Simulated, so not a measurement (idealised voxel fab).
Process module under the name voxel transistor to metal
Section shown: cut. Width: 160 nm. Cell size: 5 nm, square.
The cross-sections in this document take the form of a grid made of square cells. They are written out as bands, in order from top to bottom. Each band consists of one or more rows of cells.
First you get the band's top height and its bottom height, in nm, and then the materials it's made of, left to right, with each width in nm. If you see a single material with "all across", that one covers the band edge to edge. "air" is empty space.
Height is counted from the level 0, under which the received wafer is composed throughout of one material. The lowest of the bands is not closed at the bottom but continues downward, in the notation "from 0 down".
Width: "30..40" (first number = top row, second number = bottom row, same change from row to row of cells).
Any step labelled "no alterations made" changed none of the cells in the cross-section.
"Non-vented voids" enumerates empty spaces isolated from the top, with no open way to it, that contain at least 8 cells, giving each as width x height at distance from the left edge, all three in nm.
The remark found on a step's line after its settings is issued by the simulator itself and pertains to that step.
The "overlay nm" setting may appear on a step's line; for a step that uses a mask, it gives how far to the right of its planned position the mask lay, and a negative value indicates the left.
**Process steps foreseen in the plan**
step 1: RECEIVE, material Si
step 2: CONFORMAL_DEP, material SiO2, thk nm 5
step 3: CONFORMAL_DEP, material SiN, thk nm 10
step 4: MASKED_ETCH, tone cover, mask id ACTIVE, width nm 100, etch materials SiN, depth nm 10, overlay nm 0
step 5: MASKED_ETCH, tone cover, mask id ACTIVE, width nm 100, etch materials SiO2, depth nm 5, overlay nm 0
step 6: MASKED_ETCH, tone cover, mask id ACTIVE, width nm 100, etch materials Si, depth nm 20, overlay nm 0
step 7: OXIDIZE, depth nm 5
step 8: FILL_DEP, material SiO2, thk nm 5
step 9: CMP, height nm 15
step 10: SELECTIVE_ETCH, etch materials SiO2, depth nm 10
step 11: STRIP, etch materials SiN
step 12: SELECTIVE_ETCH, etch materials SiO2, depth nm 5
step 13: OXIDIZE, depth nm 5
step 14: DIRECTIONAL_DEP, material polySi, thk nm 20
step 15: DIRECTIONAL_DEP, material SiCN, thk nm 10
step 16: DIRECTIONAL_DEP, material aC, thk nm 15
step 17: PATTERN, tone cover, mask id GATE, material resist, width nm 30, thk nm 30, overlay nm 0
step 18: DIRECTIONAL_ETCH, etch materials aC, depth nm 15
step 19: STRIP, etch materials resist
step 20: DIRECTIONAL_ETCH, etch materials SiCN, depth nm 20
step 21: DIRECTIONAL_ETCH, etch materials polySi, depth nm 30
step 22: STRIP, etch materials aC
step 23: CONFORMAL_DEP, material SiO2, thk nm 5
step 24: DIRECTIONAL_ETCH, etch materials SiO2, depth nm 5
step 25: CONFORMAL_DEP, material SiN, thk nm 10
step 26: DIRECTIONAL_ETCH, etch materials SiN, depth nm 10
step 27: DIRECTIONAL_ETCH, etch materials SiO2, depth nm 5
step 28: DIRECTIONAL_ETCH, etch materials Si, depth nm 15
step 29: EPI, material SiGe, thk nm 20
step 30: FILL_DEP, material SiO2, thk nm 5
step 31: CMP, height nm 20
step 32: STRIP, etch materials polySi
step 33: SELECTIVE_ETCH, etch materials SiO2, depth nm 5
step 34: CONFORMAL_DEP, material HfO2, thk nm 5
step 35: CONFORMAL_DEP, material TiN, thk nm 5
step 36: FILL_DEP, material W, thk nm 5
step 37: CMP, height nm 15
step 38: DIRECTIONAL_DEP, material SiO2, thk nm 15
step 39: MASKED_ETCH, tone open, mask id CONTACT, width nm 15, pitch nm 75, etch materials SiO2, depth nm 15, overlay nm 0
step 40: CONFORMAL_DEP, material TiN, thk nm 5
step 41: FILL_DEP, material Ru, thk nm 10
step 42: CMP, height nm 30
step 43: DIRECTIONAL_DEP, material TiN, thk nm 5
step 44: DIRECTIONAL_DEP, material W, thk nm 15
step 45: DIRECTIONAL_DEP, material aC, thk nm 15
step 46: PATTERN, tone cover, mask id METAL_1, material resist, width nm 15, pitch nm 75, thk nm 30, overlay nm 0
step 47: DIRECTIONAL_ETCH, etch materials aC, depth nm 15
step 48: STRIP, etch materials resist
step 49: DIRECTIONAL_ETCH, etch materials W, depth nm 15
step 50: DIRECTIONAL_ETCH, etch materials TiN, depth nm 5
step 51: STRIP, etch materials aC
step 52: FILL_DEP, material lowk, thk nm 10
step 53: CMP, height nm 50
step 54: CONFORMAL_DEP, material SiN, thk nm 5
**Wafer as received: cross-section following step 1**
* from 0 down = Si all across
* Non-vented voids: none
**End-of-module XS, first of two wafers, run as planned**
* from 55 to 50 = SiN all across
* from 50 to 35 = lowk (35), W (15), lowk (60), W (15), lowk (35)
* from 35 to 30 = lowk (35), TiN (15), lowk (60), TiN (15), lowk (35)
* from 30 to 20 = SiO2 (35), TiN (5), Ru (5), TiN (5), SiO2 (60), TiN (5), Ru (5), TiN (5), SiO2 (35)
* from 20 to 15 = SiO2 (35), TiN (15), SiO2 (60), TiN (15), SiO2 (35)
* from 15 to 5 = SiO2 (30), SiGe (20), SiN (10), HfO2 (5), TiN (5), W (20), TiN (5), HfO2 (5), SiN (10), SiGe (20), SiO2 (30)
* from 5 to 0 = SiO2 (30), SiGe (20), SiN (10), HfO2 (5), TiN (30), HfO2 (5), SiN (10), SiGe (20), SiO2 (30)
* from 0 to -5 = SiO2 (30), SiGe (20), SiO2 (10), HfO2 (40), SiO2 (10), SiGe (20), SiO2 (30)
* from -5 to -20 = SiO2 (35), SiGe (15), Si (60), SiGe (15), SiO2 (35)
* from -20 to -25 = SiO2 (35), Si (90), SiO2 (35)
* from -25 down = Si all across
* Non-vented voids: none
**Cross-section of the latter of the two wafers at module completion. It had an identical start and an identical plan to the former; in running it, one mistake was made**
* from 55 to 50 = SiN all across
* from 50 to 45 = lowk (35), TiN (15), lowk (60), TiN (15), lowk (35)
* from 45 to 30 = W all across
* from 30 to 20 = SiO2 (35), TiN (5), Ru (5), TiN (5), SiO2 (60), TiN (5), Ru (5), TiN (5), SiO2 (35)
* from 20 to 15 = SiO2 (35), TiN (15), SiO2 (60), TiN (15), SiO2 (35)
* from 15 to 5 = SiO2 (30), SiGe (20), SiN (10), HfO2 (5), TiN (5), W (20), TiN (5), HfO2 (5), SiN (10), SiGe (20), SiO2 (30)
* from 5 to 0 = SiO2 (30), SiGe (20), SiN (10), HfO2 (5), TiN (30), HfO2 (5), SiN (10), SiGe (20), SiO2 (30)
* from 0 to -5 = SiO2 (30), SiGe (20), SiO2 (10), HfO2 (40), SiO2 (10), SiGe (20), SiO2 (30)
* from -5 to -20 = SiO2 (35), SiGe (15), Si (60), SiGe (15), SiO2 (35)
* from -20 to -25 = SiO2 (35), Si (90), SiO2 (35)
* from -25 down = Si all across
* Non-vented voids: none
Misprocessing identified: so 43 and 44 got swapped relative to the plan, each ran where the other was supposed to
at the end the second wafer has, in cells: 78 more of W | 78 fewer of lowk
